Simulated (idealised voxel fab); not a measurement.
process module | voxel wiring stack
cross-section cut | 205 nm wide | cells 5 nm
A cross-section is a grid of square cells, given in bands from the top down. A band is one or more rows of cells.
Each band's line starts with the height of the band's top and of its bottom, in nm. Then come its materials from left to right, each with its width in nm. One material with "throughout" fills the band from edge to edge. "air" is empty space.
Height 0 is the level under which the wafer as received is all one material. The lowest band goes on downwards, as in "0 down".
A width such as "30 to 40" changes by the same amount from each row of cells to the next, from the band's top row to its bottom row.
"no change" after a step means that no cell of the cross-section changed.
closed voids: empty space of 8 cells or more with no open way to the top, each as width x height at its distance from the left edge, in nm
after a step's settings: what the simulator itself notes on the step
overlay nm, on a step with a mask: how far to the right of its planned place the mask lay; to the left if negative
plan
1 op RECEIVE | material Si
2 op CONFORMAL_DEP | material SiO2 | thk nm 10
3 op DIRECTIONAL_DEP | material TiN | thk nm 5
4 op DIRECTIONAL_DEP | material W | thk nm 20
5 op PATTERN | tone cover | mask id METAL_1 | material resist | width nm 30 | pitch nm 50 | thk nm 20 | overlay nm 0
6 op DIRECTIONAL_ETCH | etch materials W | depth nm 20
7 op DIRECTIONAL_ETCH | etch materials TiN | depth nm 5
8 op STRIP | etch materials resist
9 op FILL_DEP | material SiO2 | thk nm 10
10 op CMP | height nm 35
11 op CONFORMAL_DEP | material SiCN | thk nm 5
12 op DIRECTIONAL_DEP | material lowk | thk nm 30
13 op PATTERN | tone open | mask id METAL_2_HOLES | material resist | width nm 15 | pitch nm 50 | thk nm 20 | overlay nm 0
14 op DIRECTIONAL_ETCH | etch materials lowk | depth nm 30
15 op STRIP | etch materials resist
16 op PATTERN | tone open | mask id METAL_2 | material resist | width nm 30 | pitch nm 50 | thk nm 15 | overlay nm 0
17 op DIRECTIONAL_ETCH | etch materials lowk | depth nm 15
18 op DIRECTIONAL_ETCH | etch materials SiCN | depth nm 5
19 op STRIP | etch materials resist
20 op CONFORMAL_DEP | material TiN | thk nm 5
21 op FILL_DEP | material Ru | thk nm 5
22 op CMP | height nm 70
23 op CONFORMAL_DEP | material SiCN | thk nm 5
24 op DIRECTIONAL_DEP | material SiO2 | thk nm 25
25 op PATTERN | tone open | mask id METAL_3_HOLES | material resist | width nm 15 | pitch nm 50 | thk nm 20 | overlay nm 0
26 op DIRECTIONAL_ETCH | etch materials SiO2 | depth nm 25
27 op STRIP | etch materials resist
28 op DIRECTIONAL_DEP | material aC | thk nm 15
29 op PATTERN | tone open | mask id METAL_3 | material resist | width nm 30 | pitch nm 50 | thk nm 35 | overlay nm 0
30 op DIRECTIONAL_ETCH | etch materials aC | depth nm 15
31 op STRIP | etch materials resist
32 op DIRECTIONAL_ETCH | etch materials SiO2 | depth nm 15
33 op DIRECTIONAL_ETCH | etch materials SiCN | depth nm 5
34 op STRIP | etch materials aC
35 op CONFORMAL_DEP | material TiN | thk nm 5
36 op FILL_DEP | material Cu | thk nm 10
37 op CMP | height nm 100
38 op CONFORMAL_DEP | material SiCN | thk nm 5
39 op DIRECTIONAL_DEP | material lowk | thk nm 35
40 op DIRECTIONAL_DEP | material aC | thk nm 15
41 op PATTERN | tone open | mask id METAL_4 | material resist | width nm 30 | pitch nm 50 | thk nm 30 | overlay nm 0
42 op DIRECTIONAL_ETCH | etch materials aC | depth nm 15
43 op STRIP | etch materials resist
44 op DIRECTIONAL_ETCH | etch materials lowk | depth nm 20
45 op STRIP | etch materials aC
46 op PATTERN | tone open | mask id METAL_4_HOLES | material resist | width nm 15 | pitch nm 50 | thk nm 20 | overlay nm 0
47 op DIRECTIONAL_ETCH | etch materials lowk | depth nm 15
48 op DIRECTIONAL_ETCH | etch materials SiCN | depth nm 5
49 op STRIP | etch materials resist
50 op CONFORMAL_DEP | material TiN | thk nm 5
51 op FILL_DEP | material Ru | thk nm 5
52 op CMP | height nm 140
53 op CONFORMAL_DEP | material SiCN | thk nm 5
as received, after step 1
  0 down: Si throughout
  closed voids: none
a wafer at the end: this start, this plan, one mistake
  145 to 140: SiCN throughout
  140 to 125: lowk 60 | TiN 5 | Ru 20 | TiN 5 | lowk 20 | TiN 5 | Ru 20 | TiN 5 | lowk 65
  125 to 120: lowk 60 | TiN 5 | Ru 5 | TiN 20 | lowk 20 | TiN 5 | Ru 5 | TiN 20 | lowk 65
  120 to 105: lowk 60 | TiN 5 | Ru 5 | TiN 5 | lowk 35 | TiN 5 | Ru 5 | TiN 5 | lowk 80
  105 to 100: SiCN 60 | TiN 15 | SiCN 35 | TiN 15 | SiCN 80
  100 to 90: SiO2 60 | TiN 5 | Cu 20 | TiN 5 | SiO2 20 | TiN 5 | Cu 20 | TiN 5 | SiO2 65
  90 to 85: SiO2 60 | TiN 5 | Cu 5 | TiN 20 | SiO2 20 | TiN 5 | Cu 5 | TiN 20 | SiO2 65
  85 to 75: SiO2 60 | TiN 5 | Cu 5 | TiN 5 | SiO2 35 | TiN 5 | Cu 5 | TiN 5 | SiO2 80
  75 to 70: SiCN 60 | TiN 15 | SiCN 35 | TiN 15 | SiCN 80
  70 to 40: lowk 60 | TiN 5 | Ru 20 | TiN 5 | lowk 20 | TiN 5 | Ru 20 | TiN 5 | lowk 65
  40 to 35: SiCN 60 | TiN 30 | SiCN 20 | TiN 30 | SiCN 65
  35 to 15: SiO2 60 | W 30 | SiO2 20 | W 30 | SiO2 65
  15 to 10: SiO2 60 | TiN 30 | SiO2 20 | TiN 30 | SiO2 65
  10 to 0: SiO2 throughout
  0 down: Si throughout
  closed voids: none
what went wrong: step 17 was run twice
